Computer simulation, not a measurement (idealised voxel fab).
The following is a process module called voxel self aligned vias.
cross-section cut | 245 nm wide | cells 5 nm
A cross-section is a grid of square cells, given in bands from the top down. A band is one or more rows of cells. The entry gives the band's vertical extent as a top height and a bottom height in nm, then its horizontal make-up as materials from left to right, each with a width in nm. "blank" stands for empty space; a single material marked "edge to edge" fills the band edge to edge. Basically, 0 is our baseline, since under it the wafer straight out of the box is all one material. The bottom band has no lower end and keeps on going down, so it looks like "0..down". Per-row width for "30..40": begins at first number (top row of band), ends at second number (bottom row), increment between rows held constant. For the purposes of this document, the phrase "remained the same" attached to a step denotes that no cell within the cross-section was modified by that step. Entry "Entrapped voids" = empty spaces >= 8 cells with no open way to the top; each as width x height at distance, distance from left edge, all nm. Note: text after step settings on the step line = simulator remark on that step. overlay nm: where the mask lay relative to plan, measured to the right, on steps with a mask; negatives go left.

Intended process steps:
1. RECEIVE, material Si
2. CONFORMAL_DEP, material SiO2, thk nm 10
3. CONFORMAL_DEP, material SiCN, thk nm 5
4. DIRECTIONAL_DEP, material lowk, thk nm 25
5. MASKED_ETCH, tone open, mask id LINES, width nm 25, pitch nm 60, etch materials lowk, depth nm 25, overlay nm 0
6. CONFORMAL_DEP, material TiN, thk nm 5
7. FILL_DEP, material W, thk nm 5
8. CMP, height nm 40
9. SELECTIVE_ETCH, etch materials W Ru TiN, depth nm 10
10. FILL_DEP, material SiN, thk nm 5
11. CMP, height nm 40
12. DIRECTIONAL_DEP, material lowk, thk nm 20
13. PATTERN, tone open, mask id VIAS, material resist, width nm 45, pitch nm 60, thk nm 20, overlay nm 0
14. DIRECTIONAL_ETCH, etch materials lowk, depth nm 20
15. DIRECTIONAL_ETCH, etch materials SiN, depth nm 10
16. STRIP, etch materials resist
17. CONFORMAL_DEP, material TiN, thk nm 5
18. FILL_DEP, material Ru, thk nm 5
19. CMP, height nm 60
20. CONFORMAL_DEP, material SiN, thk nm 5

Cross-sectional view of the wafer in its as-received condition, corresponding to the state after step 1:
> 0..down: Si edge to edge
> Entrapped voids: none

The cross-section shown corresponds to the wafer at the conclusion of the module. The initial structure and the process plan are those presented above; however, one mistake occurred in executing the plan:
> 65..60: SiN edge to edge
> 60..35: lowk: 70, TiN: 5, Ru: 35, TiN: 5, lowk: 15, TiN: 5, Ru: 35, TiN: 5, lowk: 70
> 35..30: lowk: 70, TiN: 45, lowk: 15, TiN: 45, lowk: 70
> 30..20: lowk: 70, TiN: 15, W: 15, TiN: 15, lowk: 15, TiN: 15, W: 15, TiN: 15, lowk: 70
> 20..15: lowk: 80, TiN: 25, lowk: 35, TiN: 25, lowk: 80
> 15..10: SiCN edge to edge
> 10..0: SiO2 edge to edge
> 0..down: Si edge to edge
> Entrapped voids: none
Against the plan, the run slipped here: step 14 from the plan got run twice
